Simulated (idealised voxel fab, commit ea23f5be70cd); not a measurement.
process module | voxel ribs on slabs
FYI the section here is cut, 190 nm wide, cells are 5 nm squares.
Heads up, the way a cross-section reads in here is a grid of square cells, handed over as bands from the top down, with every band being one or more rows of cells. Read a band's entry like this: the first values are the height of its top and the height of its bottom in nm, and what follows is the sequence of materials from left to right, each with its width in nm. Note that "empty" is empty space, and that a single material marked "all across" reaches across the band from edge to edge. The level at which height equals 0 is the one under which the wafer, as it arrives, is entirely one material. No lower edge exists for the bottom band, which continues downward and is notated as in "0 and below". Width "30->40": first value at the band's top row of cells, second value at its bottom row, equal change from row to row. The designation "no alterations made", where it is given for a processing step, indicates that no cell of the cross-section was altered in the course of that step. Entry "Sealed void list". Content: empty spaces with no open connection to the top, size 8 cells or greater. Each: width x height at distance. Distance: from left edge. Unit: nm. Past the settings on a step's line: simulator remark, on that step. What "overlay nm" on a step's line means: if the step has a mask, that mask lay this far to the right of its planned place, or, when the value is negative, to the left.
-- This section lists the process steps that were planned
1. RECEIVE: material Si
2. DIRECTIONAL_DEP: material SiO2, thk nm 20
3. DIRECTIONAL_DEP: material SiN, thk nm 20
4. DIRECTIONAL_DEP: material aC, thk nm 15
5. PATTERN: tone cover, mask id RIB, material resist, width nm 20, thk nm 30, overlay nm 0
6. DIRECTIONAL_ETCH: etch materials aC, depth nm 15
7. STRIP: etch materials resist
8. DIRECTIONAL_ETCH: etch materials SiN, depth nm 10
9. STRIP: etch materials aC
10. PATTERN: tone cover, mask id SLAB, material resist, width nm 70, thk nm 15, overlay nm 0
11. DIRECTIONAL_ETCH: etch materials SiN, depth nm 10
12. STRIP: etch materials resist
13. FILL_DEP: material SiO2, thk nm 30
14. CMP: height nm 60
15. DIRECTIONAL_DEP: material W, thk nm 5
16. DIRECTIONAL_DEP: material aC, thk nm 15
17. PATTERN: tone cover, mask id HEATER, material resist, width nm 30, thk nm 30, overlay nm 0
18. DIRECTIONAL_ETCH: etch materials aC, depth nm 15
19. STRIP: etch materials resist
20. DIRECTIONAL_ETCH: etch materials W, depth nm 5
21. STRIP: etch materials aC
22. CONFORMAL_DEP: material SiN, thk nm 5
-- First out of two wafers; run went to plan
-- Cross-section of the wafer as it came to us, i.e., already through step 1
	0 and below  Si all across
	Sealed void list: none
-- After step 2: wafer cross-section
	20 down to 0  SiO2 all across
	Below a height of 0, the structure has not been altered.
-- After step 3: wafer cross-section
	40 down to 20  SiN all across
	Below a height of 20, the structure has not been altered.
-- After step 4: wafer cross-section
	55 down to 40  aC all across
	Below a height of 40, the structure has not been altered.
-- After step 5: wafer cross-section
	85 down to 55  empty 85 nm, resist 20 nm, empty 85 nm
	Below a height of 55, the structure has not been altered.
-- After step 6: wafer cross-section
	70 down to 55  empty 85 nm, resist 20 nm, empty 85 nm
	55 down to 40  empty 85 nm, aC 20 nm, empty 85 nm
	Below a height of 40, the structure has not been altered.
-- After step 7: wafer cross-section
	55 down to 40  empty 85 nm, aC 20 nm, empty 85 nm
	Below a height of 40, the structure has not been altered.
-- After step 8: wafer cross-section
	55 down to 40  empty 85 nm, aC 20 nm, empty 85 nm
	40 down to 30  empty 85 nm, SiN 20 nm, empty 85 nm
	Below a height of 30, the structure has not been altered.
-- After step 9: wafer cross-section
	40 down to 30  empty 85 nm, SiN 20 nm, empty 85 nm
	Below a height of 30, the structure has not been altered.
-- After step 10: wafer cross-section
	55 down to 40  empty 60 nm, resist 70 nm, empty 60 nm
	40 down to 30  empty 60 nm, resist 25 nm, SiN 20 nm, resist 25 nm, empty 60 nm
	Below a height of 30, the structure has not been altered.
-- After step 11: wafer cross-section
	55 down to 40  empty 60 nm, resist 70 nm, empty 60 nm
	40 down to 30  empty 60 nm, resist 25 nm, SiN 20 nm, resist 25 nm, empty 60 nm
	30 down to 20  empty 60 nm, SiN 70 nm, empty 60 nm
	Below a height of 20, the structure has not been altered.
-- After step 12: wafer cross-section
	40 down to 30  empty 85 nm, SiN 20 nm, empty 85 nm
	Below a height of 30, the structure has not been altered.
-- After step 13: wafer cross-section
	70 down to 40  SiO2 all across
	40 down to 30  SiO2 85 nm, SiN 20 nm, SiO2 85 nm
	30 down to 20  SiO2 60 nm, SiN 70 nm, SiO2 60 nm
	Below a height of 20, the structure has not been altered.
-- After step 14: wafer cross-section
	60 down to 40  SiO2 all across
	Below a height of 40, the structure has not been altered.
-- After step 15: wafer cross-section
	65 down to 60  W all across
	Below a height of 60, the structure has not been altered.
-- After step 16: wafer cross-section
	80 down to 65  aC all across
	Below a height of 65, the structure has not been altered.
-- After step 17: wafer cross-section
	110 down to 80  empty 80 nm, resist 30 nm, empty 80 nm
	Below a height of 80, the structure has not been altered.
-- After step 18: wafer cross-section
	95 down to 80  empty 80 nm, resist 30 nm, empty 80 nm
	80 down to 65  empty 80 nm, aC 30 nm, empty 80 nm
	Below a height of 65, the structure has not been altered.
-- After step 19: wafer cross-section
	80 down to 65  empty 80 nm, aC 30 nm, empty 80 nm
	Below a height of 65, the structure has not been altered.
-- After step 20: wafer cross-section
	80 down to 65  empty 80 nm, aC 30 nm, empty 80 nm
	65 down to 60  empty 80 nm, W 30 nm, empty 80 nm
	Below a height of 60, the structure has not been altered.
-- After step 21: wafer cross-section
	65 down to 60  empty 80 nm, W 30 nm, empty 80 nm
	Below a height of 60, the structure has not been altered.
-- After step 22: wafer cross-section
	70 down to 65  empty 75 nm, SiN 40 nm, empty 75 nm
	65 down to 60  SiN 80 nm, W 30 nm, SiN 80 nm
	Below a height of 60, the structure has not been altered.
-- Second wafer - shared start and plan with the first - one error in running - same as the first up to step 15 inclusive
-- X-section, second wafer, when step 16 was due to finish
	80 down to 65  SiO2 all across
	Below a height of 65, the structure has not been altered.
-- X-section, second wafer, when step 17 was due to finish
	110 down to 80  empty 80 nm, resist 30 nm, empty 80 nm
	Below a height of 80, the structure has not been altered.
-- X-section, second wafer, when step 18 was due to finish
	95 down to 80  empty 80 nm, resist 30 nm, empty 80 nm
	Below a height of 80, the structure has not been altered.
-- X-section, second wafer, when step 19 was due to finish
	80 down to 65  SiO2 all across
	Below a height of 65, the structure has not been altered.
X-section, second wafer, when step 20 was due to finish: no alterations made
X-section, second wafer, when step 21 was due to finish: no alterations made
-- X-section, second wafer, when step 22 was due to finish
	85 down to 80  SiN all across
	Below a height of 80, the structure has not been altered.
What was the processing mistake? for step 16, the planned setting was not used; the step was instead run as DIRECTIONAL_DEP: material SiO2, thk nm 15
Once processing is complete, comparing cell counts shows that the second wafer has more or fewer of certain materials than the first: SiN -2; SiO2 +114; W +32
